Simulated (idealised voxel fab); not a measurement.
This is a process module. Its name is voxel double patterning.
For reference, the cross-section in this document is cut, with width 175 nm and square cells of 5 nm.
A cross-section in this document is a grid of square cells, and it is written down as bands, the top band listed before the ones below it; a band is made up of one or more rows of cells.
This entry defines a band. It first specifies the height of the band's top and the height of its bottom in nm, and then specifies the band's materials from left to right, stating each material with its width in nm. The word "everywhere" identifies a single material that fills the band from edge to edge, while the word "air" identifies empty space.
Note: height 0 marks the level under which the wafer is uniformly one material as received. Lowest band unbounded below, written "from 0 down".
Top row gets the first number, bottom row gets the second, and each row in between changes by the same step: that is how a band width like "30->40" works.
"no modifications", as given for a step, is the statement that not any cell of the cross-section underwent a change during that step.
"Non-vented voids" specifies each empty space that is not open to the top and that occupies no fewer than 8 cells, using the form width x height at distance, the distance measured from the left edge and all three quantities in nm.
Where a step's line continues beyond its settings, the continuation is a remark by the simulator itself on that step.
"overlay nm", when on a step's line for a step with a mask, measures how far to the right of its planned place the mask lay; a negative measure means to the left.
### plan
1) RECEIVE,material Si
2) CONFORMAL_DEP,material SiO2,thk nm 10
3) DIRECTIONAL_DEP,material W,thk nm 10
4) DIRECTIONAL_DEP,material SiCN,thk nm 5
5) DIRECTIONAL_DEP,material aC,thk nm 10
6) PATTERN,tone open,mask id FIRST,material resist,width nm 15,pitch nm 50,thk nm 25,overlay nm 0
7) DIRECTIONAL_ETCH,etch materials aC,depth nm 10
8) STRIP,etch materials resist
9) DIRECTIONAL_ETCH,etch materials SiCN,depth nm 5
10) STRIP,etch materials aC
11) PATTERN,tone open,mask id SECOND,material resist,width nm 15,pitch nm 50,thk nm 15,overlay nm 0
12) DIRECTIONAL_ETCH,etch materials SiCN,depth nm 5
13) STRIP,etch materials resist
14) DIRECTIONAL_ETCH,etch materials W,depth nm 10
15) STRIP,etch materials SiCN
### First of two wafers, processed according to plan
### Received-state cross-section, reflecting completion of step 1
	from 0 down  Si everywhere
	Non-vented voids: none
### Cross-section of the wafer after step 2
	from 10 to 0  SiO2 everywhere
	Below 0, no change.
### Cross-section of the wafer after step 3
	from 20 to 10  W everywhere
	Below 10, no change.
### Cross-section of the wafer after step 4
	from 25 to 20  SiCN everywhere
	Below 20, no change.
### Cross-section of the wafer after step 5
	from 35 to 25  aC everywhere
	Below 25, no change.
### Cross-section of the wafer after step 6
	from 60 to 35  resist: 30  air: 15  resist: 35  air: 15  resist: 35  air: 15  resist: 30
	Below 35, no change.
### Cross-section of the wafer after step 7
	from 50 to 35  resist: 30  air: 15  resist: 35  air: 15  resist: 35  air: 15  resist: 30
	from 35 to 25  aC: 30  air: 15  aC: 35  air: 15  aC: 35  air: 15  aC: 30
	Below 25, no change.
### Cross-section of the wafer after step 8
	from 35 to 25  aC: 30  air: 15  aC: 35  air: 15  aC: 35  air: 15  aC: 30
	Below 25, no change.
### Cross-section of the wafer after step 9
	from 35 to 25  aC: 30  air: 15  aC: 35  air: 15  aC: 35  air: 15  aC: 30
	from 25 to 20  SiCN: 30  air: 15  SiCN: 35  air: 15  SiCN: 35  air: 15  SiCN: 30
	Below 20, no change.
### Cross-section of the wafer after step 10
	from 25 to 20  SiCN: 30  air: 15  SiCN: 35  air: 15  SiCN: 35  air: 15  SiCN: 30
	Below 20, no change.
### Cross-section of the wafer after step 11
	from 40 to 25  resist: 55  air: 15  resist: 35  air: 15  resist: 55
	from 25 to 20  SiCN: 30  resist: 15  SiCN: 35  resist: 15  SiCN: 35  resist: 15  SiCN: 30
	Below 20, no change.
### Cross-section of the wafer after step 12
	from 40 to 25  resist: 55  air: 15  resist: 35  air: 15  resist: 55
	from 25 to 20  SiCN: 30  resist: 15  SiCN: 10  air: 15  SiCN: 10  resist: 15  SiCN: 10  air: 15  SiCN: 10  resist: 15  SiCN: 30
	Below 20, no change.
### Cross-section of the wafer after step 13
	from 25 to 20  SiCN: 30  air: 15  SiCN: 10  air: 15  SiCN: 10  air: 15  SiCN: 10  air: 15  SiCN: 10  air: 15  SiCN: 30
	Below 20, no change.
### Cross-section of the wafer after step 14
	from 25 to 20  SiCN: 30  air: 15  SiCN: 10  air: 15  SiCN: 10  air: 15  SiCN: 10  air: 15  SiCN: 10  air: 15  SiCN: 30
	from 20 to 10  W: 30  air: 15  W: 10  air: 15  W: 10  air: 15  W: 10  air: 15  W: 10  air: 15  W: 30
	Below 10, no change.
### Cross-section of the wafer after step 15
	from 20 to 10  W: 30  air: 15  W: 10  air: 15  W: 10  air: 15  W: 10  air: 15  W: 10  air: 15  W: 30
	Below 10, no change.
### Notes, second wafer: start = first wafer's, plan = first wafer's, execution had one mistake; history identical to first through step 13
### What the second wafer looks like in cross-section when step 14 should have wrapped up
	from 25 to 20  SiCN: 30  air: 15  SiCN: 10  air: 15  SiCN: 10  air: 15  SiCN: 10  air: 15  SiCN: 10  air: 15  SiCN: 30
	from 20 to 10  W: 30  air: 15  W: 10  air: 15  W: 10  air: 15  W: 10  air: 15  W: 10  air: 15  W: 30
	Below 10, no change.
### What the second wafer looks like in cross-section when step 15 should have wrapped up
	from 20 to 10  W: 30  air: 15  W: 10  air: 15  W: 10  air: 15  W: 10  air: 15  W: 10  air: 15  W: 30
	Below 10, no change.
Processing error: twice, step 14 of the plan was run
Same final cross-section on the two wafers, so the model's numbers don't move because of the mistake.
